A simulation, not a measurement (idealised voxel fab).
process module | voxel released beams
cross-section cut | 245 nm wide | cells 5 nm
A cross-section is a grid of square cells, given in bands from the top down. A band is one or more rows of cells.
Each band's line starts with the height of the band's top and of its bottom, in nm. Then come its materials from left to right, each with its width in nm. One material with "throughout" fills the band from edge to edge. "air" is empty space.
Height 0 is the level under which the wafer as received is all one material. The lowest band goes on downwards, as in "0 down".
A width such as "30 to 40" changes by the same amount from each row of cells to the next, from the band's top row to its bottom row.
"no change" after a step means that no cell of the cross-section changed.
closed voids: empty space of 8 cells or more with no open way to the top, each as width x height at its distance from the left edge, in nm
after a step's settings: what the simulator itself notes on the step
overlay nm, on a step with a mask: how far to the right of its planned place the mask lay; to the left if negative
plan
1 op RECEIVE | material Si
2 op CONFORMAL_DEP | material SiN | thk nm 10
3 op DIRECTIONAL_DEP | material SiO2 | thk nm 15
4 op MASKED_ETCH | tone open | mask id ANCHOR | width nm 35 | etch materials SiO2 | depth nm 5 | overlay nm 0
5 op CONFORMAL_DEP | material W | thk nm 10
6 op MASKED_ETCH | tone cover | mask id BEAM | width nm 85 | etch materials W | depth nm 10 | overlay nm 0
7 op STRIP | etch materials SiO2
varied across the wafers: depth nm of step 4. The plan shows the first wafer's value. All wafers start alike
first wafer as received, after step 1
  0 down: Si throughout
  closed voids: none
first wafer at the end, after step 7
  10 to 0: SiN throughout
  0 down: Si throughout
  closed voids: none
last wafer at the end
  35 to 25: air 75 | W 15 | air 15 | W 55 | air 85
  25 to 20: air 80 | W 10 | air 15 | W 10 | air 130
  20 to 10: air 80 | W 35 | air 130
  10 to 0: SiN throughout
  0 down: Si throughout
  closed voids: none
each wafer at the end: cells of each material gained (+) or lost (-) since it was received, then its closed voids
depth nm 5 | +98 SiN | closed voids: none
depth nm 10 | +98 SiN | closed voids: none
depth nm 15 | +98 SiN | +46 W | closed voids: none
depth nm 20 | +98 SiN | +46 W | closed voids: none
depth nm 25 | +98 SiN | +46 W | closed voids: none
depth nm 30 | +98 SiN | +46 W | closed voids: none
